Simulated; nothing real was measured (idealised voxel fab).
process module | voxel gate over fins
cross-section cut | 150 nm wide | cells 5 nm
A cross-section is a grid of square cells, given in bands from the top down. A band is one or more rows of cells.
Each band's line starts with the height of the band's top and of its bottom, in nm. Then come its materials from left to right, each with its width in nm. One material with "throughout" fills the band from edge to edge. "air" is empty space.
Height 0 is the level under which the wafer as received is all one material. The lowest band goes on downwards, as in "0 down".
A width such as "30 to 40" changes by the same amount from each row of cells to the next, from the band's top row to its bottom row.
"no change" after a step means that no cell of the cross-section changed.
closed voids: empty space of 8 cells or more with no open way to the top, each as width x height at its distance from the left edge, in nm
after a step's settings: what the simulator itself notes on the step
overlay nm, on a step with a mask: how far to the right of its planned place the mask lay; to the left if negative
plan
1 op RECEIVE | material Si
2 op CONFORMAL_DEP | material SiN | thk nm 5
3 op MASKED_ETCH | tone cover | mask id FINS | width nm 15 | pitch nm 45 | etch materials SiN | depth nm 5 | overlay nm 0
4 op MASKED_ETCH | tone cover | mask id FINS | width nm 15 | pitch nm 45 | etch materials Si | depth nm 30 | overlay nm 0
5 op OXIDIZE | depth nm 5
6 op FILL_DEP | material SiO2 | thk nm 10
7 op CMP | height nm 5
8 op SELECTIVE_ETCH | etch materials SiO2 | depth nm 15
9 op STRIP | etch materials SiN
10 op CONFORMAL_DEP | material HfO2 | thk nm 5
11 op CONFORMAL_DEP | material TiN | thk nm 5
12 op FILL_DEP | material W | thk nm 15
13 op CMP | height nm 20
14 op CONFORMAL_DEP | material SiCN | thk nm 10
varied across the wafers: width nm of step 3. The plan shows the first wafer's value. All wafers start alike
first wafer as received, after step 1
  0 down: Si throughout
  closed voids: none
each wafer at the end: cells of each material gained (+) or lost (-) since it was received, then its closed voids
width nm 15 | +38 HfO2 | -196 Si | +60 SiCN | +140 SiO2 | +38 TiN | +100 W | closed voids: none
width nm 20 | +38 HfO2 | -182 Si | +60 SiCN | +130 SiO2 | +38 TiN | +96 W | closed voids: none
width nm 25 | +38 HfO2 | -168 Si | +60 SiCN | +120 SiO2 | +38 TiN | +92 W | closed voids: none
width nm 30 | +38 HfO2 | -154 Si | +60 SiCN | +110 SiO2 | +38 TiN | +88 W | closed voids: none
